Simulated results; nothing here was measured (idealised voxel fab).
Proc. module: voxel lift off
Pictured: cross-section cut, 215 nm wide, on a grid of 5 nm square cells.
A cross-section is written here as square cells arranged in a grid, and it is given in bands from the top down, each band taking up one or more rows of cells. Band entry format. Leading values: height of top, height of bottom, nm. Remainder: materials in left-to-right order, each with its width in nm. Special words: "everywhere" on a single material, which then fills the band edge to edge; "empty", empty space. For the purposes of this specification, 0 denotes the height below which the wafer in its as-received condition is composed wholly of one material, and the lowermost band, lacking a lower limit, extends downward without end, as expressed in "from 0 down". Width "30..40": first value at the band's top row of cells, second value at its bottom row, equal change from row to row. "everything unchanged" means the step left every cell of the cross-section as it was. For the entry "Cavities, sealed", the listed items are empty spaces with no open way to the top whose size is 8 cells or more; each item follows the pattern width x height at distance, where distance is from the left edge and all three are in nm. If you see something after the settings on a step's line, that's the simulator's own remark about that step. Among the settings permitted on a step's line is "overlay nm"; applied to a step with a mask, it specifies the extent to which the mask lay to the right of its planned position, whereas a negative figure signifies a position to the left.

List of planned process steps:
1: RECEIVE: material Si
2: CONFORMAL_DEP: material Al2O3, thk nm 15
3: PATTERN: tone open, mask id LINES, material resist, width nm 15, pitch nm 30, thk nm 20, overlay nm 0
4: DIRECTIONAL_DEP: material Ru, thk nm 10
5: STRIP: etch materials resist
6: CONFORMAL_DEP: material SiO2, thk nm 5

Cross-section of the incoming wafer, state after step 1:
  from 0 down = Si everywhere
  Cavities, sealed: none

The first of two wafers, cross-sectioned at the end of the module, with the run proceeding as planned:
  from 30 to 25 = 80 empty; 25 SiO2; 5 empty; 25 SiO2; 80 empty
  from 25 to 20 = 80 empty; 5 SiO2; 15 Ru; 5 SiO2; 5 empty; 5 SiO2; 15 Ru; 5 SiO2; 80 empty
  from 20 to 15 = 85 SiO2; 15 Ru; 15 SiO2; 15 Ru; 85 SiO2
  from 15 to 0 = Al2O3 everywhere
  from 0 down = Si everywhere
  Cavities, sealed: none

Wafer two, end of module, cross-section. Same start, same plan as wafer one. One mistake in the run:
  from 30 to 25 = 90 SiO2; 5 empty; 25 SiO2; 5 empty; 90 SiO2
  from 25 to 20 = 85 Ru; 5 SiO2; 5 empty; 5 SiO2; 15 Ru; 5 SiO2; 5 empty; 5 SiO2; 85 Ru
  from 20 to 15 = 85 Ru; 15 SiO2; 15 Ru; 15 SiO2; 85 Ru
  from 15 to 0 = Al2O3 everywhere
  from 0 down = Si everywhere
  Cavities, sealed: none
The plan and the run diverged here: step 3 ran as: PATTERN: tone cover, mask id LINES, material resist, width nm 15, pitch nm 30, thk nm 20, overlay nm 0
Wafer comparison, final, in cells, second relative to first, materials more or fewer: 62 more of Ru
